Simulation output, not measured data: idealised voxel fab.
The process module presented herein is designated voxel plated lines.
For reference, the cross-section in this document is cut, with width 295 nm and square cells of 5 nm.
Each cross-section below is a grid of square cells, stated as bands in top-down order, with one or more rows of cells making up each band.
A band entry consists of two parts. The first gives the height of the band's top and the height of its bottom, in nm. The rest lists the band's materials from left to right, each with its width in nm. A single material labelled with the word "full width" fills the band from edge to edge, and the word "empty" marks empty space.
Measure heights from 0. That's the level where, below it, the as-received wafer is all one material. The lowest band is bottomless and extends downward; write it as in "top 0, no bottom".
Note: "30 to 40" means the width goes from the first number (top row of the band) to the second number (bottom row) in equal steps per row of cells.
Any step labelled "no modification" changed none of the cells in the cross-section.
Look at "Voids, fully enclosed" for the closed voids: empty spaces with no open path to the top, sized 8 cells or up. Each is width x height at distance, distance from the left edge, all nm.
Note: text after step settings on the step line = simulator remark on that step.
What "overlay nm" on a step's line means: if the step has a mask, that mask lay this far to the right of its planned place, or, when the value is negative, to the left.
### So here's the lineup of process steps we planned
1,RECEIVE, material Si
2,CONFORMAL_DEP, material Al2O3, thk nm 10
3,DIRECTIONAL_DEP, material TiN, thk nm 5
4,PATTERN, tone open, mask id LINES, material resist, width nm 30, pitch nm 60, thk nm 20, overlay nm 0
5,EPI, material Ru, thk nm 10
6,STRIP, etch materials resist
7,DIRECTIONAL_ETCH, etch materials TiN, depth nm 5
8,CONFORMAL_DEP, material SiN, thk nm 10
### What follows covers the first of two wafers; it ran as planned
### Wafer cross-section on receipt, i.e. after step 1
> top 0, no bottom | Si full width
> Voids, fully enclosed: none
### Presented here is a cross-section of the wafer after step 2 has been performed
> top 10, bottom 0 | Al2O3 full width
> At heights below 0, the structure remains unaltered.
### Presented here is a cross-section of the wafer after step 3 has been performed
> top 15, bottom 10 | TiN full width
> At heights below 10, the structure remains unaltered.
### Presented here is a cross-section of the wafer after step 4 has been performed
> top 35, bottom 15 | 70 of resist; 30 of empty; 30 of resist; 30 of empty; 30 of resist; 30 of empty; 75 of resist
> At heights below 15, the structure remains unaltered.
### Presented here is a cross-section of the wafer after step 5 has been performed
> top 35, bottom 25 | 70 of resist; 30 of empty; 30 of resist; 30 of empty; 30 of resist; 30 of empty; 75 of resist
> top 25, bottom 15 | 70 of resist; 30 of Ru; 30 of resist; 30 of Ru; 30 of resist; 30 of Ru; 75 of resist
> At heights below 15, the structure remains unaltered.
### Presented here is a cross-section of the wafer after step 6 has been performed
> top 25, bottom 15 | 70 of empty; 30 of Ru; 30 of empty; 30 of Ru; 30 of empty; 30 of Ru; 75 of empty
> At heights below 15, the structure remains unaltered.
### Presented here is a cross-section of the wafer after step 7 has been performed
> top 25, bottom 15 | 70 of empty; 30 of Ru; 30 of empty; 30 of Ru; 30 of empty; 30 of Ru; 75 of empty
> top 15, bottom 10 | 70 of empty; 30 of TiN; 30 of empty; 30 of TiN; 30 of empty; 30 of TiN; 75 of empty
> At heights below 10, the structure remains unaltered.
### Presented here is a cross-section of the wafer after step 8 has been performed
> top 35, bottom 25 | 60 of empty; 50 of SiN; 10 of empty; 50 of SiN; 10 of empty; 50 of SiN; 65 of empty
> top 25, bottom 20 | 60 of empty; 10 of SiN; 30 of Ru; 10 of SiN; 10 of empty; 10 of SiN; 30 of Ru; 10 of SiN; 10 of empty; 10 of SiN; 30 of Ru; 10 of SiN; 65 of empty
> top 20, bottom 15 | 70 of SiN; 30 of Ru; 30 of SiN; 30 of Ru; 30 of SiN; 30 of Ru; 75 of SiN
> top 15, bottom 10 | 70 of SiN; 30 of TiN; 30 of SiN; 30 of TiN; 30 of SiN; 30 of TiN; 75 of SiN
> At heights below 10, the structure remains unaltered.
### Companion wafer, the second of two: same beginning, same intended sequence, one mistake in carrying it out; through step 3 inclusive it tracks the first exactly
### Second wafer, sectioned view, at step 4's planned end time
> top 35, bottom 15 | 80 of resist; 30 of empty; 30 of resist; 30 of empty; 30 of resist; 30 of empty; 65 of resist
> At heights below 15, the structure remains unaltered.
### Second wafer, sectioned view, at step 5's planned end time
> top 35, bottom 25 | 80 of resist; 30 of empty; 30 of resist; 30 of empty; 30 of resist; 30 of empty; 65 of resist
> top 25, bottom 15 | 80 of resist; 30 of Ru; 30 of resist; 30 of Ru; 30 of resist; 30 of Ru; 65 of resist
> At heights below 15, the structure remains unaltered.
### Second wafer, sectioned view, at step 6's planned end time
> top 25, bottom 15 | 80 of empty; 30 of Ru; 30 of empty; 30 of Ru; 30 of empty; 30 of Ru; 65 of empty
> At heights below 15, the structure remains unaltered.
### Second wafer, sectioned view, at step 7's planned end time
> top 25, bottom 15 | 80 of empty; 30 of Ru; 30 of empty; 30 of Ru; 30 of empty; 30 of Ru; 65 of empty
> top 15, bottom 10 | 80 of empty; 30 of TiN; 30 of empty; 30 of TiN; 30 of empty; 30 of TiN; 65 of empty
> At heights below 10, the structure remains unaltered.
### Second wafer, sectioned view, at step 8's planned end time
> top 35, bottom 25 | 70 of empty; 50 of SiN; 10 of empty; 50 of SiN; 10 of empty; 50 of SiN; 55 of empty
> top 25, bottom 20 | 70 of empty; 10 of SiN; 30 of Ru; 10 of SiN; 10 of empty; 10 of SiN; 30 of Ru; 10 of SiN; 10 of empty; 10 of SiN; 30 of Ru; 10 of SiN; 55 of empty
> top 20, bottom 15 | 80 of SiN; 30 of Ru; 30 of SiN; 30 of Ru; 30 of SiN; 30 of Ru; 65 of SiN
> top 15, bottom 10 | 80 of SiN; 30 of TiN; 30 of SiN; 30 of TiN; 30 of SiN; 30 of TiN; 65 of SiN
> At heights below 10, the structure remains unaltered.
In executing the process, a mistake was made relative to the plan: it should be noted that step 4 was executed with settings other than those planned, the operation and settings actually applied being PATTERN, tone open, mask id LINES, material resist, width nm 30, pitch nm 60, thk nm 20, overlay nm 10
Final state: per-material cell counts identical on both wafers; locations differ.
